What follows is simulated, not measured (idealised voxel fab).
process module | voxel ribs on slabs
cross-section cut | 225 nm wide | cells 5 nm
A cross-section is a grid of square cells, given in bands from the top down. A band is one or more rows of cells.
Each band's line starts with the height of the band's top and of its bottom, in nm. Then come its materials from left to right, each with its width in nm. One material with "throughout" fills the band from edge to edge. "air" is empty space.
Height 0 is the level under which the wafer as received is all one material. The lowest band goes on downwards, as in "0 down".
A width such as "30 to 40" changes by the same amount from each row of cells to the next, from the band's top row to its bottom row.
"no change" after a step means that no cell of the cross-section changed.
closed voids: empty space of 8 cells or more with no open way to the top, each as width x height at its distance from the left edge, in nm
after a step's settings: what the simulator itself notes on the step
overlay nm, on a step with a mask: how far to the right of its planned place the mask lay; to the left if negative
plan
1 op RECEIVE | material Si
2 op DIRECTIONAL_DEP | material SiO2 | thk nm 20
3 op DIRECTIONAL_DEP | material SiN | thk nm 25
4 op PATTERN | tone cover | mask id RIB | material resist | width nm 15 | thk nm 15 | overlay nm 0
5 op DIRECTIONAL_ETCH | etch materials SiN | depth nm 15
6 op STRIP | etch materials resist
7 op MASKED_ETCH | tone cover | mask id SLAB | width nm 65 | etch materials SiN | depth nm 10 | overlay nm 0
8 op FILL_DEP | material SiO2 | thk nm 25
9 op CMP | height nm 65
10 op DIRECTIONAL_DEP | material TiN | thk nm 5
11 op MASKED_ETCH | tone cover | mask id HEATER | width nm 25 | etch materials TiN | depth nm 10 | overlay nm 0
12 op CONFORMAL_DEP | material SiN | thk nm 10
varied across the wafers: thk nm of step 10. The plan shows the first wafer's value. All wafers start alike
first wafer as received, after step 1
  0 down: Si throughout
  closed voids: none
each wafer at the end: cells of each material gained (+) or lost (-) since it was received, then its closed voids
thk nm 5 | +129 SiN | +550 SiO2 | +5 TiN | closed voids: none
thk nm 10 | +133 SiN | +550 SiO2 | +10 TiN | closed voids: none
thk nm 15 | +133 SiN | +550 SiO2 | +55 TiN | closed voids: none
thk nm 20 | +133 SiN | +550 SiO2 | +100 TiN | closed voids: none
thk nm 25 | +133 SiN | +550 SiO2 | +145 TiN | closed voids: none
